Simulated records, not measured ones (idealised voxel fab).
process module | voxel released beams
cross-section cut | 215 nm wide | cells 5 nm
A cross-section is a grid of square cells, given in bands from the top down. A band is one or more rows of cells.
Each band's line starts with the height of the band's top and of its bottom, in nm. Then come its materials from left to right, each with its width in nm. One material with "throughout" fills the band from edge to edge. "air" is empty space.
Height 0 is the level under which the wafer as received is all one material. The lowest band goes on downwards, as in "0 down".
A width such as "30 to 40" changes by the same amount from each row of cells to the next, from the band's top row to its bottom row.
"no change" after a step means that no cell of the cross-section changed.
closed voids: empty space of 8 cells or more with no open way to the top, each as width x height at its distance from the left edge, in nm
after a step's settings: what the simulator itself notes on the step
overlay nm, on a step with a mask: how far to the right of its planned place the mask lay; to the left if negative
plan
1 op RECEIVE | material Si
2 op CONFORMAL_DEP | material SiN | thk nm 10
3 op DIRECTIONAL_DEP | material SiO2 | thk nm 15
4 op PATTERN | tone open | mask id ANCHOR | material resist | width nm 45 | thk nm 15 | overlay nm 0
5 op DIRECTIONAL_ETCH | etch materials SiO2 | depth nm 5
6 op STRIP | etch materials resist
7 op CONFORMAL_DEP | material W | thk nm 15
8 op MASKED_ETCH | tone cover | mask id BEAM | width nm 90 | etch materials W | depth nm 15 | overlay nm 0
9 op STRIP | etch materials SiO2
varied across the wafers: depth nm of step 5. The plan shows the first wafer's value. All wafers start alike
first wafer as received, after step 1
  0 down: Si throughout
  closed voids: none
first wafer at the end, after step 9
  10 to 0: SiN throughout
  0 down: Si throughout
  closed voids: none
last wafer at the end
  40 to 25: air 60 | W 20 | air 15 | W 55 | air 65
  25 to 10: air 65 | W 45 | air 105
  10 to 0: SiN throughout
  0 down: Si throughout
  closed voids: none
each wafer at the end: cells of each material gained (+) or lost (-) since it was received, then its closed voids
depth nm 5 | +86 SiN | closed voids: none
depth nm 10 | +86 SiN | closed voids: none
depth nm 15 | +86 SiN | +72 W | closed voids: none
depth nm 20 | +86 SiN | +72 W | closed voids: none
depth nm 25 | +86 SiN | +72 W | closed voids: none
depth nm 30 | +86 SiN | +72 W | closed voids: none
